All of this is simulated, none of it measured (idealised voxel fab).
Documented hereafter: the process module known as voxel spacer lines.
Xsec cut, 280 nm wide, square cell size 5 nm.
Square cells in a grid make up a cross-section in this document, and the grid is given as bands, listed from the top down, each one or more rows of cells. Band: top height; bottom height; in nm. Then, left to right: material with width in nm, for each material. "full width": a single material spanning edge to edge. "air": empty space. Note: height 0 marks the level under which the wafer is uniformly one material as received. Lowest band unbounded below, written "0..down". Top row gets the first number, bottom row gets the second, and each row in between changes by the same step: that is how a band width like "30->40" works. Step marked "nothing changed"? Then no cell in the cross-section changed in it. The entry "Enclosed voids" lists the empty spaces that cover at least 8 cells and have no open path to the top. Each is written as width x height at distance, where the distance is measured from the left edge and all three values are in nm. Read whatever lies past the settings on a step's line as the simulator's own remark about the step. A step line may carry the setting "overlay nm", which, for steps involving a mask, states the distance by which the mask lay to the right of its intended position; negative values denote displacement to the left.
Planned process steps:
- 1: RECEIVE (material Si)
- 2: CONFORMAL_DEP (material Al2O3; thk nm 10)
- 3: DIRECTIONAL_DEP (material polySi; thk nm 15)
- 4: DIRECTIONAL_DEP (material aC; thk nm 20)
- 5: PATTERN (tone cover; mask id MANDREL; material resist; width nm 20; pitch nm 60; thk nm 30; overlay nm 0)
- 6: DIRECTIONAL_ETCH (etch materials aC; depth nm 20)
- 7: STRIP (etch materials resist)
- 8: CONFORMAL_DEP (material SiO2; thk nm 10)
- 9: DIRECTIONAL_ETCH (etch materials SiO2; depth nm 10)
- 10: STRIP (etch materials aC)
- 11: DIRECTIONAL_ETCH (etch materials polySi; depth nm 15)
- 12: STRIP (etch materials SiO2)
Cross-section of the wafer at receipt, which is the condition after step 1:
* 0..down | Si full width
* Enclosed voids: none
Starting wafer: above. Plan: above. Run: one mistake. Cross-section after the module: below:
* 30..10 | polySi full width
* 10..0 | Al2O3 full width
* 0..down | Si full width
* Enclosed voids: none
Want to know what went wrong? step 4 ran as: DIRECTIONAL_DEP (material polySi; thk nm 20)
